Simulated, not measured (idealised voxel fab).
Name of the process module below: voxel transistor to metal
We display cut, a cross-section 195 nm in width whose square cells are each 5 nm.
Bands, listed from the top down, are how a cross-section gets written in this document; the cross-section itself is a grid of square cells, and a band is one or more rows of them. This entry defines a band. It first specifies the height of the band's top and the height of its bottom in nm, and then specifies the band's materials from left to right, stating each material with its width in nm. The word "throughout" identifies a single material that fills the band from edge to edge, while the word "air" identifies empty space. Counting heights begins at 0, where everything beneath is, in the wafer as received, one material. The lowest band has no bottom; it goes on downwards, as "0 nm and below" shows. Width "30 to 40": first value at the band's top row of cells, second value at its bottom row, equal change from row to row. Given "nothing altered" for a step, no cell of the cross-section differs between before and after that step. Enclosed cavity list: empty space of 8 cells or more with no open way to the top, each as width x height at its distance from the left edge, in nm. Post-settings text on a step line: simulator's own remark regarding the step. overlay nm: for a step with a mask, the amount by which the mask lay right of where it was planned; a negative amount means left of it.
Steps in the process plan
1: RECEIVE (material Si)
2: CONFORMAL_DEP (material SiO2; thk nm 5)
3: CONFORMAL_DEP (material SiN; thk nm 10)
4: MASKED_ETCH (tone cover; mask id ACTIVE; width nm 125; etch materials SiN; depth nm 10; overlay nm 0)
5: MASKED_ETCH (tone cover; mask id ACTIVE; width nm 125; etch materials SiO2; depth nm 5; overlay nm 0)
6: MASKED_ETCH (tone cover; mask id ACTIVE; width nm 125; etch materials Si; depth nm 25; overlay nm 0)
7: FILL_DEP (material SiO2; thk nm 5)
8: CMP (height nm 15)
9: SELECTIVE_ETCH (etch materials SiO2; depth nm 10)
10: STRIP (etch materials SiN)
11: SELECTIVE_ETCH (etch materials SiO2; depth nm 5)
12: OXIDIZE (depth nm 5)
13: DIRECTIONAL_DEP (material polySi; thk nm 25)
14: DIRECTIONAL_DEP (material SiCN; thk nm 10)
15: PATTERN (tone cover; mask id GATE; material resist; width nm 25; thk nm 15; overlay nm 0)
16: DIRECTIONAL_ETCH (etch materials SiCN; depth nm 20)
17: DIRECTIONAL_ETCH (etch materials polySi; depth nm 35)
18: STRIP (etch materials resist)
19: CONFORMAL_DEP (material SiN; thk nm 10)
20: DIRECTIONAL_ETCH (etch materials SiN; depth nm 10)
21: DIRECTIONAL_ETCH (etch materials SiO2; depth nm 5)
22: DIRECTIONAL_ETCH (etch materials Si; depth nm 5)
23: EPI (material SiGe; thk nm 10)
24: FILL_DEP (material SiO2; thk nm 10)
25: CMP (height nm 35)
26: DIRECTIONAL_DEP (material SiO2; thk nm 15)
27: DIRECTIONAL_DEP (material aC; thk nm 15)
28: PATTERN (tone open; mask id CONTACT; material resist; width nm 35; pitch nm 70; thk nm 30; overlay nm 0)
29: DIRECTIONAL_ETCH (etch materials aC; depth nm 15)
30: STRIP (etch materials resist)
31: DIRECTIONAL_ETCH (etch materials SiO2; depth nm 50)
32: STRIP (etch materials aC)
33: CONFORMAL_DEP (material TiN; thk nm 5)
34: FILL_DEP (material Ru; thk nm 10)
35: CMP (height nm 50)
36: CONFORMAL_DEP (material SiCN; thk nm 5)
37: DIRECTIONAL_DEP (material lowk; thk nm 20)
38: MASKED_ETCH (tone open; mask id METAL_1; width nm 20; pitch nm 85; etch materials lowk; depth nm 20; overlay nm 0)
39: MASKED_ETCH (tone open; mask id METAL_1; width nm 20; pitch nm 85; etch materials SiCN; depth nm 5; overlay nm 0)
40: CONFORMAL_DEP (material TiN; thk nm 5)
41: FILL_DEP (material W; thk nm 5)
42: CMP (height nm 75)
43: CONFORMAL_DEP (material SiCN; thk nm 5)
44: DIRECTIONAL_DEP (material SiO2; thk nm 30)
45: PATTERN (tone open; mask id METAL_2; material resist; width nm 20; pitch nm 85; thk nm 15; overlay nm 0)
46: DIRECTIONAL_ETCH (etch materials SiO2; depth nm 20)
47: STRIP (etch materials resist)
48: MASKED_ETCH (tone open; mask id METAL_2_HOLES; width nm 15; pitch nm 85; etch materials SiO2; depth nm 10; overlay nm 0)
49: MASKED_ETCH (tone open; mask id METAL_2_HOLES; width nm 15; pitch nm 85; etch materials SiCN; depth nm 5; overlay nm 0)
50: CONFORMAL_DEP (material TiN; thk nm 5)
51: FILL_DEP (material Cu; thk nm 10)
52: CMP (height nm 110)
53: CONFORMAL_DEP (material SiN; thk nm 5)
So, the first of our two wafers, run just as we planned it
Cross-section of the wafer at receipt, which is the condition after step 1
- 0 nm and below = Si throughout
- Enclosed cavity list: none
Take a look at the wafer's cross-section after step 2
- 5 nm to 0 nm = SiO2 throughout
- below 0: unchanged
Take a look at the wafer's cross-section after step 3
- 15 nm to 5 nm = SiN throughout
- below 5: unchanged
Take a look at the wafer's cross-section after step 4
- 15 nm to 5 nm = air 35  SiN 125  air 35
- below 5: unchanged
Take a look at the wafer's cross-section after step 5
- 15 nm to 5 nm = air 35  SiN 125  air 35
- 5 nm to 0 nm = air 35  SiO2 125  air 35
- below 0: unchanged
Take a look at the wafer's cross-section after step 6
- 15 nm to 5 nm = air 35  SiN 125  air 35
- 5 nm to 0 nm = air 35  SiO2 125  air 35
- 0 nm to -25 nm = air 35  Si 125  air 35
- below -25: unchanged
Take a look at the wafer's cross-section after step 7
- 20 nm to 15 nm = SiO2 throughout
- 15 nm to 5 nm = SiO2 35  SiN 125  SiO2 35
- 5 nm to 0 nm = SiO2 throughout
- 0 nm to -25 nm = SiO2 35  Si 125  SiO2 35
- below -25: unchanged
Take a look at the wafer's cross-section after step 8
- 15 nm to 5 nm = SiO2 35  SiN 125  SiO2 35
- below 5: unchanged
Take a look at the wafer's cross-section after step 9
- 15 nm to 5 nm = air 35  SiN 125  air 35
- below 5: unchanged
Take a look at the wafer's cross-section after step 10
- 5 nm to 0 nm = SiO2 throughout
- below 0: unchanged
Take a look at the wafer's cross-section after step 11
- 0 nm to -25 nm = SiO2 35  Si 125  SiO2 35
- below -25: unchanged
Take a look at the wafer's cross-section after step 12
- 0 nm to -5 nm = SiO2 throughout
- below -5: unchanged
Take a look at the wafer's cross-section after step 13
- 25 nm to 0 nm = polySi throughout
- below 0: unchanged
Take a look at the wafer's cross-section after step 14
- 35 nm to 25 nm = SiCN throughout
- below 25: unchanged
Take a look at the wafer's cross-section after step 15
- 50 nm to 35 nm = air 85  resist 25  air 85
- below 35: unchanged
Take a look at the wafer's cross-section after step 16
- 50 nm to 35 nm = air 85  resist 25  air 85
- 35 nm to 25 nm = air 85  SiCN 25  air 85
- below 25: unchanged
Take a look at the wafer's cross-section after step 17
- 50 nm to 35 nm = air 85  resist 25  air 85
- 35 nm to 25 nm = air 85  SiCN 25  air 85
- 25 nm to 0 nm = air 85  polySi 25  air 85
- below 0: unchanged
Take a look at the wafer's cross-section after step 18
- 35 nm to 25 nm = air 85  SiCN 25  air 85
- below 25: unchanged
Take a look at the wafer's cross-section after step 19
- 45 nm to 35 nm = air 75  SiN 45  air 75
- 35 nm to 25 nm = air 75  SiN 10  SiCN 25  SiN 10  air 75
- 25 nm to 10 nm = air 75  SiN 10  polySi 25  SiN 10  air 75
- 10 nm to 0 nm = SiN 85  polySi 25  SiN 85
- below 0: unchanged
Take a look at the wafer's cross-section after step 20
- 35 nm to 25 nm = air 75  SiN 10  SiCN 25  SiN 10  air 75
- 25 nm to 0 nm = air 75  SiN 10  polySi 25  SiN 10  air 75
- below 0: unchanged
Take a look at the wafer's cross-section after step 21
- 35 nm to 25 nm = air 75  SiN 10  SiCN 25  SiN 10  air 75
- 25 nm to 0 nm = air 75  SiN 10  polySi 25  SiN 10  air 75
- 0 nm to -5 nm = air 75  SiO2 45  air 75
- below -5: unchanged
Take a look at the wafer's cross-section after step 22
- 35 nm to 25 nm = air 75  SiN 10  SiCN 25  SiN 10  air 75
- 25 nm to 0 nm = air 75  SiN 10  polySi 25  SiN 10  air 75
- 0 nm to -5 nm = air 75  SiO2 45  air 75
- -5 nm to -10 nm = SiO2 35  air 40  Si 45  air 40  SiO2 35
- below -10: unchanged
Take a look at the wafer's cross-section after step 23
- 35 nm to 25 nm = air 75  SiN 10  SiCN 25  SiN 10  air 75
- 25 nm to 5 nm = air 75  SiN 10  polySi 25  SiN 10  air 75
- 5 nm to 0 nm = air 65  SiGe 10  SiN 10  polySi 25  SiN 10  SiGe 10  air 65
- 0 nm to -5 nm = air 30  SiGe 45  SiO2 45  SiGe 45  air 30
- -5 nm to -10 nm = SiO2 35  SiGe 40  Si 45  SiGe 40  SiO2 35
- below -10: unchanged
Take a look at the wafer's cross-section after step 24
- 45 nm to 35 nm = SiO2 throughout
- 35 nm to 25 nm = SiO2 75  SiN 10  SiCN 25  SiN 10  SiO2 75
- 25 nm to 5 nm = SiO2 75  SiN 10  polySi 25  SiN 10  SiO2 75
- 5 nm to 0 nm = SiO2 65  SiGe 10  SiN 10  polySi 25  SiN 10  SiGe 10  SiO2 65
- 0 nm to -5 nm = SiO2 30  SiGe 45  SiO2 45  SiGe 45  SiO2 30
- below -5: unchanged
Take a look at the wafer's cross-section after step 25
- 35 nm to 25 nm = SiO2 75  SiN 10  SiCN 25  SiN 10  SiO2 75
- below 25: unchanged
Take a look at the wafer's cross-section after step 26
- 50 nm to 35 nm = SiO2 throughout
- below 35: unchanged
Take a look at the wafer's cross-section after step 27
- 65 nm to 50 nm = aC throughout
- below 50: unchanged
Take a look at the wafer's cross-section after step 28
- 95 nm to 65 nm = resist 45  air 35  resist 35  air 35  resist 45
- below 65: unchanged
Take a look at the wafer's cross-section after step 29
- 80 nm to 65 nm = resist 45  air 35  resist 35  air 35  resist 45
- 65 nm to 50 nm = aC 45  air 35  aC 35  air 35  aC 45
- below 50: unchanged
Take a look at the wafer's cross-section after step 30
- 65 nm to 50 nm = aC 45  air 35  aC 35  air 35  aC 45
- below 50: unchanged
Take a look at the wafer's cross-section after step 31
- 65 nm to 50 nm = aC 45  air 35  aC 35  air 35  aC 45
- 50 nm to 35 nm = SiO2 45  air 35  SiO2 35  air 35  SiO2 45
- 35 nm to 25 nm = SiO2 45  air 30  SiN 10  SiCN 25  SiN 10  air 30  SiO2 45
- 25 nm to 5 nm = SiO2 45  air 30  SiN 10  polySi 25  SiN 10  air 30  SiO2 45
- 5 nm to 0 nm = SiO2 45  air 20  SiGe 10  SiN 10  polySi 25  SiN 10  SiGe 10  air 20  SiO2 45
- below 0: unchanged
Take a look at the wafer's cross-section after step 32
- 50 nm to 35 nm = SiO2 45  air 35  SiO2 35  air 35  SiO2 45
- below 35: unchanged
Take a look at the wafer's cross-section after step 33
- 55 nm to 50 nm = TiN 50  air 25  TiN 45  air 25  TiN 50
- 50 nm to 40 nm = SiO2 45  TiN 5  air 25  TiN 5  SiO2 35  TiN 5  air 25  TiN 5  SiO2 45
- 40 nm to 35 nm = SiO2 45  TiN 5  air 20  TiN 10  SiO2 35  TiN 10  air 20  TiN 5  SiO2 45
- 35 nm to 25 nm = SiO2 45  TiN 5  air 20  TiN 5  SiN 10  SiCN 25  SiN 10  TiN 5  air 20  TiN 5  SiO2 45
- 25 nm to 10 nm = SiO2 45  TiN 5  air 20  TiN 5  SiN 10  polySi 25  SiN 10  TiN 5  air 20  TiN 5  SiO2 45
- 10 nm to 5 nm = SiO2 45  TiN 5  air 10  TiN 15  SiN 10  polySi 25  SiN 10  TiN 15  air 10  TiN 5  SiO2 45
- 5 nm to 0 nm = SiO2 45  TiN 20  SiGe 10  SiN 10  polySi 25  SiN 10  SiGe 10  TiN 20  SiO2 45
- below 0: unchanged
Take a look at the wafer's cross-section after step 34
- 65 nm to 55 nm = Ru throughout
- 55 nm to 50 nm = TiN 50  Ru 25  TiN 45  Ru 25  TiN 50
- 50 nm to 40 nm = SiO2 45  TiN 5  Ru 25  TiN 5  SiO2 35  TiN 5  Ru 25  TiN 5  SiO2 45
- 40 nm to 35 nm = SiO2 45  TiN 5  Ru 20  TiN 10  SiO2 35  TiN 10  Ru 20  TiN 5  SiO2 45
- 35 nm to 25 nm = SiO2 45  TiN 5  Ru 20  TiN 5  SiN 10  SiCN 25  SiN 10  TiN 5  Ru 20  TiN 5  SiO2 45
- 25 nm to 10 nm = SiO2 45  TiN 5  Ru 20  TiN 5  SiN 10  polySi 25  SiN 10  TiN 5  Ru 20  TiN 5  SiO2 45
- 10 nm to 5 nm = SiO2 45  TiN 5  Ru 10  TiN 15  SiN 10  polySi 25  SiN 10  TiN 15  Ru 10  TiN 5  SiO2 45
- below 5: unchanged
Take a look at the wafer's cross-section after step 35
- 50 nm to 40 nm = SiO2 45  TiN 5  Ru 25  TiN 5  SiO2 35  TiN 5  Ru 25  TiN 5  SiO2 45
- below 40: unchanged
Take a look at the wafer's cross-section after step 36
- 55 nm to 50 nm = SiCN throughout
- below 50: unchanged
Take a look at the wafer's cross-section after step 37
- 75 nm to 55 nm = lowk throughout
- below 55: unchanged
Take a look at the wafer's cross-section after step 38
- 75 nm to 55 nm = lowk 45  air 20  lowk 65  air 20  lowk 45
- below 55: unchanged
Take a look at the wafer's cross-section after step 39
- 75 nm to 55 nm = lowk 45  air 20  lowk 65  air 20  lowk 45
- 55 nm to 50 nm = SiCN 45  air 20  SiCN 65  air 20  SiCN 45
- below 50: unchanged
Take a look at the wafer's cross-section after step 40
- 80 nm to 75 nm = TiN 50  air 10  TiN 75  air 10  TiN 50
- 75 nm to 55 nm = lowk 45  TiN 5  air 10  TiN 5  lowk 65  TiN 5  air 10  TiN 5  lowk 45
- 55 nm to 50 nm = SiCN 45  TiN 20  SiCN 65  TiN 20  SiCN 45
- below 50: unchanged
Take a look at the wafer's cross-section after step 41
- 85 nm to 80 nm = W throughout
- 80 nm to 75 nm = TiN 50  W 10  TiN 75  W 10  TiN 50
- 75 nm to 55 nm = lowk 45  TiN 5  W 10  TiN 5  lowk 65  TiN 5  W 10  TiN 5  lowk 45
- below 55: unchanged
Take a look at the wafer's cross-section after step 42
- 75 nm to 55 nm = lowk 45  TiN 5  W 10  TiN 5  lowk 65  TiN 5  W 10  TiN 5  lowk 45
- below 55: unchanged
Take a look at the wafer's cross-section after step 43
- 80 nm to 75 nm = SiCN throughout
- below 75: unchanged
Take a look at the wafer's cross-section after step 44
- 110 nm to 80 nm = SiO2 throughout
- below 80: unchanged
Take a look at the wafer's cross-section after step 45
- 125 nm to 110 nm = resist 45  air 20  resist 65  air 20  resist 45
- below 110: unchanged
Take a look at the wafer's cross-section after step 46
- 125 nm to 110 nm = resist 45  air 20  resist 65  air 20  resist 45
- 110 nm to 90 nm = SiO2 45  air 20  SiO2 65  air 20  SiO2 45
- below 90: unchanged
Take a look at the wafer's cross-section after step 47
- 110 nm to 90 nm = SiO2 45  air 20  SiO2 65  air 20  SiO2 45
- below 90: unchanged
Take a look at the wafer's cross-section after step 48
- 110 nm to 90 nm = SiO2 45  air 20  SiO2 65  air 20  SiO2 45
- 90 nm to 80 nm = SiO2 45  air 15  SiO2 70  air 15  SiO2 50
- below 80: unchanged
Take a look at the wafer's cross-section after step 49
- 110 nm to 90 nm = SiO2 45  air 20  SiO2 65  air 20  SiO2 45
- 90 nm to 80 nm = SiO2 45  air 15  SiO2 70  air 15  SiO2 50
- 80 nm to 75 nm = SiCN 45  air 15  SiCN 70  air 15  SiCN 50
- below 75: unchanged
Take a look at the wafer's cross-section after step 50
- 115 nm to 110 nm = TiN 50  air 10  TiN 75  air 10  TiN 50
- 110 nm to 95 nm = SiO2 45  TiN 5  air 10  TiN 5  SiO2 65  TiN 5  air 10  TiN 5  SiO2 45
- 95 nm to 90 nm = SiO2 45  TiN 5  air 5  TiN 10  SiO2 65  TiN 5  air 5  TiN 10  SiO2 45
- 90 nm to 80 nm = SiO2 45  TiN 5  air 5  TiN 5  SiO2 70  TiN 5  air 5  TiN 5  SiO2 50
- 80 nm to 75 nm = SiCN 45  TiN 15  SiCN 70  TiN 15  SiCN 50
- below 75: unchanged
Take a look at the wafer's cross-section after step 51
- 125 nm to 115 nm = Cu throughout
- 115 nm to 110 nm = TiN 50  Cu 10  TiN 75  Cu 10  TiN 50
- 110 nm to 95 nm = SiO2 45  TiN 5  Cu 10  TiN 5  SiO2 65  TiN 5  Cu 10  TiN 5  SiO2 45
- 95 nm to 90 nm = SiO2 45  TiN 5  Cu 5  TiN 10  SiO2 65  TiN 5  Cu 5  TiN 10  SiO2 45
- 90 nm to 80 nm = SiO2 45  TiN 5  Cu 5  TiN 5  SiO2 70  TiN 5  Cu 5  TiN 5  SiO2 50
- below 80: unchanged
Take a look at the wafer's cross-section after step 52
- 110 nm to 95 nm = SiO2 45  TiN 5  Cu 10  TiN 5  SiO2 65  TiN 5  Cu 10  TiN 5  SiO2 45
- below 95: unchanged
Take a look at the wafer's cross-section after step 53
- 115 nm to 110 nm = SiN throughout
- below 110: unchanged
Wafer two: like wafer one in start and plan, but with one mistake in execution; identical up to and including step 12
Cross-section: second wafer, time at which step 13 was scheduled to end
- 20 nm to 0 nm = polySi throughout
- below 0: unchanged
Cross-section: second wafer, time at which step 14 was scheduled to end
- 30 nm to 20 nm = SiCN throughout
- below 20: unchanged
Cross-section: second wafer, time at which step 15 was scheduled to end
- 45 nm to 30 nm = air 85  resist 25  air 85
- below 30: unchanged
Cross-section: second wafer, time at which step 16 was scheduled to end
- 45 nm to 30 nm = air 85  resist 25  air 85
- 30 nm to 20 nm = air 85  SiCN 25  air 85
- below 20: unchanged
Cross-section: second wafer, time at which step 17 was scheduled to end
- 45 nm to 30 nm = air 85  resist 25  air 85
- 30 nm to 20 nm = air 85  SiCN 25  air 85
- 20 nm to 0 nm = air 85  polySi 25  air 85
- below 0: unchanged
Cross-section: second wafer, time at which step 18 was scheduled to end
- 30 nm to 20 nm = air 85  SiCN 25  air 85
- below 20: unchanged
Cross-section: second wafer, time at which step 19 was scheduled to end
- 40 nm to 30 nm = air 75  SiN 45  air 75
- 30 nm to 20 nm = air 75  SiN 10  SiCN 25  SiN 10  air 75
- 20 nm to 10 nm = air 75  SiN 10  polySi 25  SiN 10  air 75
- 10 nm to 0 nm = SiN 85  polySi 25  SiN 85
- below 0: unchanged
Cross-section: second wafer, time at which step 20 was scheduled to end
- 30 nm to 20 nm = air 75  SiN 10  SiCN 25  SiN 10  air 75
- 20 nm to 0 nm = air 75  SiN 10  polySi 25  SiN 10  air 75
- below 0: unchanged
Cross-section: second wafer, time at which step 21 was scheduled to end
- 30 nm to 20 nm = air 75  SiN 10  SiCN 25  SiN 10  air 75
- 20 nm to 0 nm = air 75  SiN 10  polySi 25  SiN 10  air 75
- 0 nm to -5 nm = air 75  SiO2 45  air 75
- below -5: unchanged
Cross-section: second wafer, time at which step 22 was scheduled to end
- 30 nm to 20 nm = air 75  SiN 10  SiCN 25  SiN 10  air 75
- 20 nm to 0 nm = air 75  SiN 10  polySi 25  SiN 10  air 75
- 0 nm to -5 nm = air 75  SiO2 45  air 75
- -5 nm to -10 nm = SiO2 35  air 40  Si 45  air 40  SiO2 35
- below -10: unchanged
Cross-section: second wafer, time at which step 23 was scheduled to end
- 30 nm to 20 nm = air 75  SiN 10  SiCN 25  SiN 10  air 75
- 20 nm to 5 nm = air 75  SiN 10  polySi 25  SiN 10  air 75
- 5 nm to 0 nm = air 65  SiGe 10  SiN 10  polySi 25  SiN 10  SiGe 10  air 65
- 0 nm to -5 nm = air 30  SiGe 45  SiO2 45  SiGe 45  air 30
- -5 nm to -10 nm = SiO2 35  SiGe 40  Si 45  SiGe 40  SiO2 35
- below -10: unchanged
Cross-section: second wafer, time at which step 24 was scheduled to end
- 40 nm to 30 nm = SiO2 throughout
- 30 nm to 20 nm = SiO2 75  SiN 10  SiCN 25  SiN 10  SiO2 75
- 20 nm to 5 nm = SiO2 75  SiN 10  polySi 25  SiN 10  SiO2 75
- 5 nm to 0 nm = SiO2 65  SiGe 10  SiN 10  polySi 25  SiN 10  SiGe 10  SiO2 65
- 0 nm to -5 nm = SiO2 30  SiGe 45  SiO2 45  SiGe 45  SiO2 30
- below -5: unchanged
Cross-section: second wafer, time at which step 25 was scheduled to end
- 35 nm to 30 nm = SiO2 throughout
- below 30: unchanged
Cross-section: second wafer, time at which step 26 was scheduled to end
- 50 nm to 30 nm = SiO2 throughout
- below 30: unchanged
Cross-section: second wafer, time at which step 27 was scheduled to end
- 65 nm to 50 nm = aC throughout
- below 50: unchanged
Cross-section: second wafer, time at which step 28 was scheduled to end
- 95 nm to 65 nm = resist 45  air 35  resist 35  air 35  resist 45
- below 65: unchanged
Cross-section: second wafer, time at which step 29 was scheduled to end
- 80 nm to 65 nm = resist 45  air 35  resist 35  air 35  resist 45
- 65 nm to 50 nm = aC 45  air 35  aC 35  air 35  aC 45
- below 50: unchanged
Cross-section: second wafer, time at which step 30 was scheduled to end
- 65 nm to 50 nm = aC 45  air 35  aC 35  air 35  aC 45
- below 50: unchanged
Cross-section: second wafer, time at which step 31 was scheduled to end
- 65 nm to 50 nm = aC 45  air 35  aC 35  air 35  aC 45
- 50 nm to 30 nm = SiO2 45  air 35  SiO2 35  air 35  SiO2 45
- 30 nm to 20 nm = SiO2 45  air 30  SiN 10  SiCN 25  SiN 10  air 30  SiO2 45
- 20 nm to 5 nm = SiO2 45  air 30  SiN 10  polySi 25  SiN 10  air 30  SiO2 45
- 5 nm to 0 nm = SiO2 45  air 20  SiGe 10  SiN 10  polySi 25  SiN 10  SiGe 10  air 20  SiO2 45
- below 0: unchanged
Cross-section: second wafer, time at which step 32 was scheduled to end
- 50 nm to 30 nm = SiO2 45  air 35  SiO2 35  air 35  SiO2 45
- below 30: unchanged
Cross-section: second wafer, time at which step 33 was scheduled to end
- 55 nm to 50 nm = TiN 50  air 25  TiN 45  air 25  TiN 50
- 50 nm to 35 nm = SiO2 45  TiN 5  air 25  TiN 5  SiO2 35  TiN 5  air 25  TiN 5  SiO2 45
- 35 nm to 30 nm = SiO2 45  TiN 5  air 20  TiN 10  SiO2 35  TiN 10  air 20  TiN 5  SiO2 45
- 30 nm to 20 nm = SiO2 45  TiN 5  air 20  TiN 5  SiN 10  SiCN 25  SiN 10  TiN 5  air 20  TiN 5  SiO2 45
- 20 nm to 10 nm = SiO2 45  TiN 5  air 20  TiN 5  SiN 10  polySi 25  SiN 10  TiN 5  air 20  TiN 5  SiO2 45
- 10 nm to 5 nm = SiO2 45  TiN 5  air 10  TiN 15  SiN 10  polySi 25  SiN 10  TiN 15  air 10  TiN 5  SiO2 45
- 5 nm to 0 nm = SiO2 45  TiN 20  SiGe 10  SiN 10  polySi 25  SiN 10  SiGe 10  TiN 20  SiO2 45
- below 0: unchanged
Cross-section: second wafer, time at which step 34 was scheduled to end
- 65 nm to 55 nm = Ru throughout
- 55 nm to 50 nm = TiN 50  Ru 25  TiN 45  Ru 25  TiN 50
- 50 nm to 35 nm = SiO2 45  TiN 5  Ru 25  TiN 5  SiO2 35  TiN 5  Ru 25  TiN 5  SiO2 45
- 35 nm to 30 nm = SiO2 45  TiN 5  Ru 20  TiN 10  SiO2 35  TiN 10  Ru 20  TiN 5  SiO2 45
- 30 nm to 20 nm = SiO2 45  TiN 5  Ru 20  TiN 5  SiN 10  SiCN 25  SiN 10  TiN 5  Ru 20  TiN 5  SiO2 45
- 20 nm to 10 nm = SiO2 45  TiN 5  Ru 20  TiN 5  SiN 10  polySi 25  SiN 10  TiN 5  Ru 20  TiN 5  SiO2 45
- 10 nm to 5 nm = SiO2 45  TiN 5  Ru 10  TiN 15  SiN 10  polySi 25  SiN 10  TiN 15  Ru 10  TiN 5  SiO2 45
- below 5: unchanged
Cross-section: second wafer, time at which step 35 was scheduled to end
- 50 nm to 35 nm = SiO2 45  TiN 5  Ru 25  TiN 5  SiO2 35  TiN 5  Ru 25  TiN 5  SiO2 45
- below 35: unchanged
Cross-section: second wafer, time at which step 36 was scheduled to end
- 55 nm to 50 nm = SiCN throughout
- below 50: unchanged
Cross-section: second wafer, time at which step 37 was scheduled to end
- 75 nm to 55 nm = lowk throughout
- below 55: unchanged
Cross-section: second wafer, time at which step 38 was scheduled to end
- 75 nm to 55 nm = lowk 45  air 20  lowk 65  air 20  lowk 45
- below 55: unchanged
Cross-section: second wafer, time at which step 39 was scheduled to end
- 75 nm to 55 nm = lowk 45  air 20  lowk 65  air 20  lowk 45
- 55 nm to 50 nm = SiCN 45  air 20  SiCN 65  air 20  SiCN 45
- below 50: unchanged
Cross-section: second wafer, time at which step 40 was scheduled to end
- 80 nm to 75 nm = TiN 50  air 10  TiN 75  air 10  TiN 50
- 75 nm to 55 nm = lowk 45  TiN 5  air 10  TiN 5  lowk 65  TiN 5  air 10  TiN 5  lowk 45
- 55 nm to 50 nm = SiCN 45  TiN 20  SiCN 65  TiN 20  SiCN 45
- below 50: unchanged
Cross-section: second wafer, time at which step 41 was scheduled to end
- 85 nm to 80 nm = W throughout
- 80 nm to 75 nm = TiN 50  W 10  TiN 75  W 10  TiN 50
- 75 nm to 55 nm = lowk 45  TiN 5  W 10  TiN 5  lowk 65  TiN 5  W 10  TiN 5  lowk 45
- below 55: unchanged
Cross-section: second wafer, time at which step 42 was scheduled to end
- 75 nm to 55 nm = lowk 45  TiN 5  W 10  TiN 5  lowk 65  TiN 5  W 10  TiN 5  lowk 45
- below 55: unchanged
Cross-section: second wafer, time at which step 43 was scheduled to end
- 80 nm to 75 nm = SiCN throughout
- below 75: unchanged
Cross-section: second wafer, time at which step 44 was scheduled to end
- 110 nm to 80 nm = SiO2 throughout
- below 80: unchanged
Cross-section: second wafer, time at which step 45 was scheduled to end
- 125 nm to 110 nm = resist 45  air 20  resist 65  air 20  resist 45
- below 110: unchanged
Cross-section: second wafer, time at which step 46 was scheduled to end
- 125 nm to 110 nm = resist 45  air 20  resist 65  air 20  resist 45
- 110 nm to 90 nm = SiO2 45  air 20  SiO2 65  air 20  SiO2 45
- below 90: unchanged
Cross-section: second wafer, time at which step 47 was scheduled to end
- 110 nm to 90 nm = SiO2 45  air 20  SiO2 65  air 20  SiO2 45
- below 90: unchanged
Cross-section: second wafer, time at which step 48 was scheduled to end
- 110 nm to 90 nm = SiO2 45  air 20  SiO2 65  air 20  SiO2 45
- 90 nm to 80 nm = SiO2 45  air 15  SiO2 70  air 15  SiO2 50
- below 80: unchanged
Cross-section: second wafer, time at which step 49 was scheduled to end
- 110 nm to 90 nm = SiO2 45  air 20  SiO2 65  air 20  SiO2 45
- 90 nm to 80 nm = SiO2 45  air 15  SiO2 70  air 15  SiO2 50
- 80 nm to 75 nm = SiCN 45  air 15  SiCN 70  air 15  SiCN 50
- below 75: unchanged
Cross-section: second wafer, time at which step 50 was scheduled to end
- 115 nm to 110 nm = TiN 50  air 10  TiN 75  air 10  TiN 50
- 110 nm to 95 nm = SiO2 45  TiN 5  air 10  TiN 5  SiO2 65  TiN 5  air 10  TiN 5  SiO2 45
- 95 nm to 90 nm = SiO2 45  TiN 5  air 5  TiN 10  SiO2 65  TiN 5  air 5  TiN 10  SiO2 45
- 90 nm to 80 nm = SiO2 45  TiN 5  air 5  TiN 5  SiO2 70  TiN 5  air 5  TiN 5  SiO2 50
- 80 nm to 75 nm = SiCN 45  TiN 15  SiCN 70  TiN 15  SiCN 50
- below 75: unchanged
Cross-section: second wafer, time at which step 51 was scheduled to end
- 125 nm to 115 nm = Cu throughout
- 115 nm to 110 nm = TiN 50  Cu 10  TiN 75  Cu 10  TiN 50
- 110 nm to 95 nm = SiO2 45  TiN 5  Cu 10  TiN 5  SiO2 65  TiN 5  Cu 10  TiN 5  SiO2 45
- 95 nm to 90 nm = SiO2 45  TiN 5  Cu 5  TiN 10  SiO2 65  TiN 5  Cu 5  TiN 10  SiO2 45
- 90 nm to 80 nm = SiO2 45  TiN 5  Cu 5  TiN 5  SiO2 70  TiN 5  Cu 5  TiN 5  SiO2 50
- below 80: unchanged
Cross-section: second wafer, time at which step 52 was scheduled to end
- 110 nm to 95 nm = SiO2 45  TiN 5  Cu 10  TiN 5  SiO2 65  TiN 5  Cu 10  TiN 5  SiO2 45
- below 95: unchanged
Cross-section: second wafer, time at which step 53 was scheduled to end
- 115 nm to 110 nm = SiN throughout
- below 110: unchanged
Diagnosis: step 13 did not use the planned setting and instead ran as DIRECTIONAL_DEP (material polySi; thk nm 20)
The final cell counts differ between the wafers, with the second having more or fewer of some materials than the first: 2 more of Ru, 4 fewer of SiN, 7 more of SiO2, 5 fewer of polySi
